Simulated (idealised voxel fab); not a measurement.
The process module presented herein is designated voxel transistor to metal.
In the cross-section labelled cut, the width is 290 nm and each square cell is 5 nm.
A cross-section is a grid of square cells, given in bands from the top down. A band is one or more rows of cells.
For a band, the entry starts with two heights in nm, that of the top and then that of the bottom, and carries on with the band's materials in order from left to right, each alongside its width in nm; the word "everywhere" beside a single material means it fills the band edge to edge, and "empty" means empty space.
It should be noted that heights are counted from 0, beneath which the wafer as supplied is of one material throughout, and that the lowest band possesses no lower boundary but continues downward, as written in "0..down".
Read "30 to 40" as a graded width: first number on top, second number at the bottom, same change between each pair of neighbouring rows.
"nothing was modified" -> step changed no cross-section cell.
If an empty space has no open way to the top and is at least 8 cells in size, "Fully closed voids" lists it, written width x height at distance, where distance is measured from the left edge and every value is in nm.
Read whatever lies past the settings on a step's line as the simulator's own remark about the step.
Steps that use a mask can have "overlay nm" on their line. It says how far the mask sat to the right of where it was meant to be. Negative means to the left.
**Steps in the process plan**
| 1 | RECEIVE | material Si |
| 2 | OXIDIZE | depth nm 5 |
| 3 | CONFORMAL_DEP | material SiN | thk nm 10 |
| 4 | MASKED_ETCH | tone cover | mask id ACTIVE | width nm 95 | pitch nm 115 | etch materials SiN | depth nm 10 | overlay nm 0 |
| 5 | MASKED_ETCH | tone cover | mask id ACTIVE | width nm 95 | pitch nm 115 | etch materials SiO2 | depth nm 5 | overlay nm 0 |
| 6 | MASKED_ETCH | tone cover | mask id ACTIVE | width nm 95 | pitch nm 115 | etch materials Si | depth nm 35 | overlay nm 0 |
| 7 | FILL_DEP | material SiO2 | thk nm 10 |
| 8 | CMP | height nm 10 |
| 9 | SELECTIVE_ETCH | etch materials SiO2 | depth nm 5 |
| 10 | STRIP | etch materials SiN |
| 11 | SELECTIVE_ETCH | etch materials SiO2 | depth nm 5 |
| 12 | OXIDIZE | depth nm 5 |
| 13 | DIRECTIONAL_DEP | material polySi | thk nm 20 |
| 14 | DIRECTIONAL_DEP | material SiCN | thk nm 10 |
| 15 | MASKED_ETCH | tone cover | mask id GATE | width nm 15 | pitch nm 115 | etch materials SiCN | depth nm 20 | overlay nm 0 |
| 16 | MASKED_ETCH | tone cover | mask id GATE | width nm 15 | pitch nm 115 | etch materials polySi | depth nm 30 | overlay nm 0 |
| 17 | CONFORMAL_DEP | material SiO2 | thk nm 5 |
| 18 | DIRECTIONAL_ETCH | etch materials SiO2 | depth nm 5 |
| 19 | CONFORMAL_DEP | material SiN | thk nm 10 |
| 20 | DIRECTIONAL_ETCH | etch materials SiN | depth nm 10 |
| 21 | DIRECTIONAL_ETCH | etch materials SiO2 | depth nm 5 |
| 22 | DIRECTIONAL_ETCH | etch materials Si | depth nm 10 |
| 23 | EPI | material nSi | thk nm 10 |
| 24 | FILL_DEP | material SiO2 | thk nm 10 |
| 25 | CMP | height nm 25 |
| 26 | DIRECTIONAL_DEP | material SiO2 | thk nm 15 |
| 27 | PATTERN | tone open | mask id CONTACT | material resist | width nm 20 | thk nm 15 | overlay nm 0 |
| 28 | DIRECTIONAL_ETCH | etch materials SiO2 | depth nm 40 |
| 29 | STRIP | etch materials resist |
| 30 | CONFORMAL_DEP | material TiN | thk nm 5 |
| 31 | FILL_DEP | material W | thk nm 10 |
| 32 | CMP | height nm 40 |
| 33 | CONFORMAL_DEP | material SiN | thk nm 5 |
| 34 | DIRECTIONAL_DEP | material lowk | thk nm 20 |
| 35 | DIRECTIONAL_DEP | material aC | thk nm 10 |
| 36 | PATTERN | tone open | mask id METAL_1 | material resist | width nm 20 | thk nm 25 | overlay nm 0 |
| 37 | DIRECTIONAL_ETCH | etch materials aC | depth nm 10 |
| 38 | STRIP | etch materials resist |
| 39 | DIRECTIONAL_ETCH | etch materials lowk | depth nm 20 |
| 40 | DIRECTIONAL_ETCH | etch materials SiN | depth nm 5 |
| 41 | STRIP | etch materials aC |
| 42 | CONFORMAL_DEP | material TiN | thk nm 5 |
| 43 | FILL_DEP | material Cu | thk nm 5 |
| 44 | CMP | height nm 65 |
| 45 | CONFORMAL_DEP | material SiCN | thk nm 5 |
| 46 | DIRECTIONAL_DEP | material lowk | thk nm 30 |
| 47 | DIRECTIONAL_DEP | material aC | thk nm 15 |
| 48 | PATTERN | tone open | mask id METAL_2 | material resist | width nm 20 | pitch nm 115 | thk nm 35 | overlay nm 0 |
| 49 | DIRECTIONAL_ETCH | etch materials aC | depth nm 15 |
| 50 | STRIP | etch materials resist |
| 51 | DIRECTIONAL_ETCH | etch materials lowk | depth nm 20 |
| 52 | STRIP | etch materials aC |
| 53 | MASKED_ETCH | tone open | mask id METAL_2_HOLES | width nm 15 | pitch nm 115 | etch materials lowk | depth nm 10 | overlay nm 0 |
| 54 | MASKED_ETCH | tone open | mask id METAL_2_HOLES | width nm 15 | pitch nm 115 | etch materials SiCN | depth nm 5 | overlay nm 0 |
| 55 | CONFORMAL_DEP | material TiN | thk nm 5 |
| 56 | FILL_DEP | material Cu | thk nm 5 |
| 57 | CMP | height nm 100 |
| 58 | CONFORMAL_DEP | material SiCN | thk nm 5 |
**Step 1 complete: cross-section of the wafer as received**
> 0..down | Si everywhere
> Fully closed voids: none
**Module complete - cross-section of the first of two wafers, run according to plan**
> 105..100 | SiCN everywhere
> 100..85 | lowk 45 nm, TiN 5 nm, Cu 10 nm, TiN 5 nm, lowk 95 nm, TiN 5 nm, Cu 10 nm, TiN 5 nm, lowk 110 nm
> 85..80 | lowk 45 nm, TiN 5 nm, Cu 5 nm, TiN 10 nm, lowk 95 nm, TiN 5 nm, Cu 5 nm, TiN 10 nm, lowk 110 nm
> 80..70 | lowk 45 nm, TiN 5 nm, Cu 5 nm, TiN 5 nm, lowk 100 nm, TiN 5 nm, Cu 5 nm, TiN 5 nm, lowk 115 nm
> 70..65 | SiCN 45 nm, TiN 15 nm, SiCN 100 nm, TiN 15 nm, SiCN 115 nm
> 65..45 | lowk 45 nm, TiN 5 nm, Cu 10 nm, TiN 5 nm, lowk 45 nm, TiN 5 nm, Cu 10 nm, TiN 5 nm, lowk 30 nm, TiN 5 nm, Cu 10 nm, TiN 5 nm, lowk 45 nm, TiN 5 nm, Cu 10 nm, TiN 5 nm, lowk 45 nm
> 45..40 | SiN 45 nm, TiN 20 nm, SiN 45 nm, TiN 20 nm, SiN 30 nm, TiN 20 nm, SiN 45 nm, TiN 20 nm, SiN 45 nm
> 40..25 | SiO2 45 nm, TiN 5 nm, W 10 nm, TiN 5 nm, SiO2 45 nm, TiN 5 nm, W 10 nm, TiN 5 nm, SiO2 30 nm, TiN 5 nm, W 10 nm, TiN 5 nm, SiO2 45 nm, TiN 5 nm, W 10 nm, TiN 5 nm, SiO2 45 nm
> 25..15 | SiO2 45 nm, TiN 5 nm, W 10 nm, TiN 5 nm, SiN 10 nm, SiO2 5 nm, SiCN 15 nm, SiO2 5 nm, SiN 10 nm, TiN 5 nm, W 10 nm, TiN 5 nm, SiO2 30 nm, TiN 5 nm, W 10 nm, TiN 5 nm, SiN 10 nm, SiO2 5 nm, SiCN 15 nm, SiO2 5 nm, SiN 10 nm, TiN 5 nm, W 10 nm, TiN 5 nm, SiO2 45 nm
> 15..5 | SiO2 45 nm, TiN 5 nm, W 10 nm, TiN 5 nm, SiN 10 nm, SiO2 5 nm, polySi 15 nm, SiO2 5 nm, SiN 10 nm, TiN 5 nm, W 10 nm, TiN 5 nm, SiO2 30 nm, TiN 5 nm, W 10 nm, TiN 5 nm, SiN 10 nm, SiO2 5 nm, polySi 15 nm, SiO2 5 nm, SiN 10 nm, TiN 5 nm, W 10 nm, TiN 5 nm, SiO2 45 nm
> 5..0 | SiO2 45 nm, TiN 20 nm, SiN 10 nm, SiO2 5 nm, polySi 15 nm, SiO2 5 nm, SiN 10 nm, TiN 20 nm, SiO2 30 nm, TiN 20 nm, SiN 10 nm, SiO2 5 nm, polySi 15 nm, SiO2 5 nm, SiN 10 nm, TiN 20 nm, SiO2 45 nm
> 0..-5 | SiO2 40 nm, SiN 10 nm, nSi 15 nm, SiN 10 nm, SiO2 5 nm, polySi 15 nm, SiO2 5 nm, SiN 10 nm, nSi 15 nm, SiN 10 nm, SiO2 20 nm, SiN 10 nm, nSi 15 nm, SiN 10 nm, SiO2 5 nm, polySi 15 nm, SiO2 5 nm, SiN 10 nm, nSi 15 nm, SiN 10 nm, SiO2 40 nm
> -5..-10 | SiO2 50 nm, nSi 15 nm, SiO2 45 nm, nSi 15 nm, SiO2 40 nm, nSi 15 nm, SiO2 45 nm, nSi 15 nm, SiO2 50 nm
> -10..-20 | SiO2 40 nm, Si 10 nm, nSi 15 nm, Si 45 nm, nSi 15 nm, Si 10 nm, SiO2 20 nm, Si 10 nm, nSi 15 nm, Si 45 nm, nSi 15 nm, Si 10 nm, SiO2 40 nm
> -20..-40 | SiO2 40 nm, Si 95 nm, SiO2 20 nm, Si 95 nm, SiO2 40 nm
> -40..down | Si everywhere
> Fully closed voids: none
**Cross-sectional view of the second of two wafers upon completion of the module. This wafer shared its starting condition and process plan with the first; one error was made during its execution**
> 105..100 | SiCN everywhere
> 100..85 | lowk 45 nm, TiN 5 nm, Cu 10 nm, TiN 5 nm, lowk 95 nm, TiN 5 nm, Cu 10 nm, TiN 5 nm, lowk 110 nm
> 85..80 | lowk 45 nm, TiN 5 nm, Cu 5 nm, TiN 10 nm, lowk 95 nm, TiN 5 nm, Cu 5 nm, TiN 10 nm, lowk 110 nm
> 80..70 | lowk 45 nm, TiN 5 nm, Cu 5 nm, TiN 5 nm, lowk 100 nm, TiN 5 nm, Cu 5 nm, TiN 5 nm, lowk 115 nm
> 70..65 | SiCN 45 nm, TiN 15 nm, SiCN 100 nm, TiN 15 nm, SiCN 115 nm
> 65..45 | lowk 45 nm, TiN 5 nm, Cu 10 nm, TiN 5 nm, lowk 45 nm, TiN 5 nm, Cu 10 nm, TiN 5 nm, lowk 30 nm, TiN 5 nm, Cu 10 nm, TiN 5 nm, lowk 45 nm, TiN 5 nm, Cu 10 nm, TiN 5 nm, lowk 45 nm
> 45..40 | SiN 45 nm, TiN 20 nm, SiN 45 nm, TiN 20 nm, SiN 30 nm, TiN 20 nm, SiN 45 nm, TiN 20 nm, SiN 45 nm
> 40..25 | SiO2 45 nm, TiN 5 nm, Cu 10 nm, TiN 5 nm, SiO2 45 nm, TiN 5 nm, Cu 10 nm, TiN 5 nm, SiO2 30 nm, TiN 5 nm, Cu 10 nm, TiN 5 nm, SiO2 45 nm, TiN 5 nm, Cu 10 nm, TiN 5 nm, SiO2 45 nm
> 25..15 | SiO2 45 nm, TiN 5 nm, Cu 10 nm, TiN 5 nm, SiN 10 nm, SiO2 5 nm, SiCN 15 nm, SiO2 5 nm, SiN 10 nm, TiN 5 nm, Cu 10 nm, TiN 5 nm, SiO2 30 nm, TiN 5 nm, Cu 10 nm, TiN 5 nm, SiN 10 nm, SiO2 5 nm, SiCN 15 nm, SiO2 5 nm, SiN 10 nm, TiN 5 nm, Cu 10 nm, TiN 5 nm, SiO2 45 nm
> 15..5 | SiO2 45 nm, TiN 5 nm, Cu 10 nm, TiN 5 nm, SiN 10 nm, SiO2 5 nm, polySi 15 nm, SiO2 5 nm, SiN 10 nm, TiN 5 nm, Cu 10 nm, TiN 5 nm, SiO2 30 nm, TiN 5 nm, Cu 10 nm, TiN 5 nm, SiN 10 nm, SiO2 5 nm, polySi 15 nm, SiO2 5 nm, SiN 10 nm, TiN 5 nm, Cu 10 nm, TiN 5 nm, SiO2 45 nm
> 5..0 | SiO2 45 nm, TiN 20 nm, SiN 10 nm, SiO2 5 nm, polySi 15 nm, SiO2 5 nm, SiN 10 nm, TiN 20 nm, SiO2 30 nm, TiN 20 nm, SiN 10 nm, SiO2 5 nm, polySi 15 nm, SiO2 5 nm, SiN 10 nm, TiN 20 nm, SiO2 45 nm
> 0..-5 | SiO2 40 nm, SiN 10 nm, nSi 15 nm, SiN 10 nm, SiO2 5 nm, polySi 15 nm, SiO2 5 nm, SiN 10 nm, nSi 15 nm, SiN 10 nm, SiO2 20 nm, SiN 10 nm, nSi 15 nm, SiN 10 nm, SiO2 5 nm, polySi 15 nm, SiO2 5 nm, SiN 10 nm, nSi 15 nm, SiN 10 nm, SiO2 40 nm
> -5..-10 | SiO2 50 nm, nSi 15 nm, SiO2 45 nm, nSi 15 nm, SiO2 40 nm, nSi 15 nm, SiO2 45 nm, nSi 15 nm, SiO2 50 nm
> -10..-20 | SiO2 40 nm, Si 10 nm, nSi 15 nm, Si 45 nm, nSi 15 nm, Si 10 nm, SiO2 20 nm, Si 10 nm, nSi 15 nm, Si 45 nm, nSi 15 nm, Si 10 nm, SiO2 40 nm
> -20..-40 | SiO2 40 nm, Si 95 nm, SiO2 20 nm, Si 95 nm, SiO2 40 nm
> -40..down | Si everywhere
> Fully closed voids: none
Run error: rather than as planned, step 31 actually ran as FILL_DEP | material Cu | thk nm 10
Looking at both finished wafers in cells, the second ends up ahead of or behind the first on some materials: 56 more of Cu | 56 fewer of W
